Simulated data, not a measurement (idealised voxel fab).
Process module name: voxel plated lines
For reference, the cross-section in this document is cut, with width 265 nm and square cells of 5 nm.
Heads up, the way a cross-section reads in here is a grid of square cells, handed over as bands from the top down, with every band being one or more rows of cells.
What a band's entry tells you: where the top is and where the bottom is, as heights in nm, and after that what lies inside, material by material from left to right, each with its width in nm. Empty space is written as the word "blank", and a single material marked with the word "edge to edge" occupies the band from edge to edge.
Where do heights start? At 0: under that level the wafer as delivered is made of one material only. And the lowest band has no floor; it just carries on downward, as in "0 and below".
The expression "30..40" gives the width at the extremes of the band, the first number at its top row of cells and the second at its bottom row, with the width changing by equal amounts from each row to the next in between.
"no alteration" for a step: no cell of the cross-section changed in that step.
"Unvented internal voids" contains a list of empty spaces, each no smaller than 8 cells and without an open way to the top, written in the form width x height at distance with the distance from the left edge and all three in nm.
That trailing text on a step's line, after the settings, is the simulator's own remark on the step.
When a step includes a mask, the "overlay nm" setting on its line states how far to the right of its planned place that mask lay, and negative values state how far to the left.

Planned process steps
1: RECEIVE with material Si
2: CONFORMAL_DEP with material Al2O3, thk nm 10
3: DIRECTIONAL_DEP with material TiN, thk nm 5
4: PATTERN with tone open, mask id LINES, material resist, width nm 25, pitch nm 45, thk nm 20, overlay nm -15
5: EPI with material Ru, thk nm 5
6: STRIP with etch materials resist
7: DIRECTIONAL_ETCH with etch materials TiN, depth nm 5
8: CONFORMAL_DEP with material SiCN, thk nm 10
Wafer-to-wafer difference: overlay nm, step 4. Common start. Plan = first wafer's value.

As received, i.e. after step 1: cross-section through the first of several wafers
	0 and below = Si edge to edge
	Unvented internal voids: none

Here is the cross-section of the first of several wafers at the end of the module, after its last step, step 8
	30 down to 20 = 70 nm blank; 90 nm SiCN; 105 nm blank
	20 down to 15 = 80 nm SiCN; 25 nm Ru; 20 nm SiCN; 25 nm Ru; 115 nm SiCN
	15 down to 10 = 80 nm SiCN; 25 nm TiN; 20 nm SiCN; 25 nm TiN; 115 nm SiCN
	10 down to 0 = Al2O3 edge to edge
	0 and below = Si edge to edge
	Unvented internal voids: none

The last wafer as seen in cross-section at the end of the module
	30 down to 20 = 100 nm blank; 90 nm SiCN; 75 nm blank
	20 down to 15 = 110 nm SiCN; 25 nm Ru; 20 nm SiCN; 25 nm Ru; 85 nm SiCN
	15 down to 10 = 110 nm SiCN; 25 nm TiN; 20 nm SiCN; 25 nm TiN; 85 nm SiCN
	10 down to 0 = Al2O3 edge to edge
	0 and below = Si edge to edge
	Unvented internal voids: none

Per wafer (row), end of module: delta in cells per material since receipt, (+) for gained, (-) for lost; closed voids after that
overlay nm -15, +106 Al2O3, +10 Ru, +122 SiCN, +10 TiN, Unvented internal voids: none
overlay nm -10, +106 Al2O3, +10 Ru, +122 SiCN, +10 TiN, Unvented internal voids: none
overlay nm -5, +106 Al2O3, +10 Ru, +122 SiCN, +10 TiN, Unvented internal voids: none
overlay nm 0, +106 Al2O3, +10 Ru, +122 SiCN, +10 TiN, Unvented internal voids: none
overlay nm 5, +106 Al2O3, +10 Ru, +122 SiCN, +10 TiN, Unvented internal voids: none
overlay nm 10, +106 Al2O3, +10 Ru, +122 SiCN, +10 TiN, Unvented internal voids: none
overlay nm 15, +106 Al2O3, +10 Ru, +122 SiCN, +10 TiN, Unvented internal voids: none
